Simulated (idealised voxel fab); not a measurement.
process module | voxel double patterning
cross-section cut | 300 nm wide | cells 5 nm
A cross-section is a grid of square cells, given in bands from the top down. A band is one or more rows of cells.
Each band's line starts with the height of the band's top and of its bottom, in nm. Then come its materials from left to right, each with its width in nm. One material with "throughout" fills the band from edge to edge. "air" is empty space.
Height 0 is the level under which the wafer as received is all one material. The lowest band goes on downwards, as in "0 down".
A width such as "30 to 40" changes by the same amount from each row of cells to the next, from the band's top row to its bottom row.
"no change" after a step means that no cell of the cross-section changed.
closed voids: empty space of 8 cells or more with no open way to the top, each as width x height at its distance from the left edge, in nm
after a step's settings: what the simulator itself notes on the step
overlay nm, on a step with a mask: how far to the right of its planned place the mask lay; to the left if negative
plan
1 op RECEIVE | material Si
2 op CONFORMAL_DEP | material SiO2 | thk nm 5
3 op DIRECTIONAL_DEP | material W | thk nm 15
4 op DIRECTIONAL_DEP | material SiCN | thk nm 10
5 op DIRECTIONAL_DEP | material aC | thk nm 15
6 op PATTERN | tone open | mask id FIRST | material resist | width nm 15 | pitch nm 50 | thk nm 30 | overlay nm 0
7 op DIRECTIONAL_ETCH | etch materials aC | depth nm 15
8 op STRIP | etch materials resist
9 op DIRECTIONAL_ETCH | etch materials SiCN | depth nm 10
10 op STRIP | etch materials aC
11 op PATTERN | tone open | mask id SECOND | material resist | width nm 15 | pitch nm 50 | thk nm 15 | overlay nm 0
12 op DIRECTIONAL_ETCH | etch materials SiCN | depth nm 10
13 op STRIP | etch materials resist
14 op DIRECTIONAL_ETCH | etch materials W | depth nm 15
15 op STRIP | etch materials SiCN
varied across the wafers: width nm of step 11. The plan shows the first wafer's value. All wafers start alike
first wafer as received, after step 1
  0 down: Si throughout
  closed voids: none
each wafer at the end: cells of each material gained (+) or lost (-) since it was received, then its closed voids
width nm 15 | +60 SiO2 | +135 W | closed voids: none
width nm 20 | +60 SiO2 | +129 W | closed voids: none
width nm 25 | +60 SiO2 | +123 W | closed voids: none
width nm 30 | +60 SiO2 | +117 W | closed voids: none
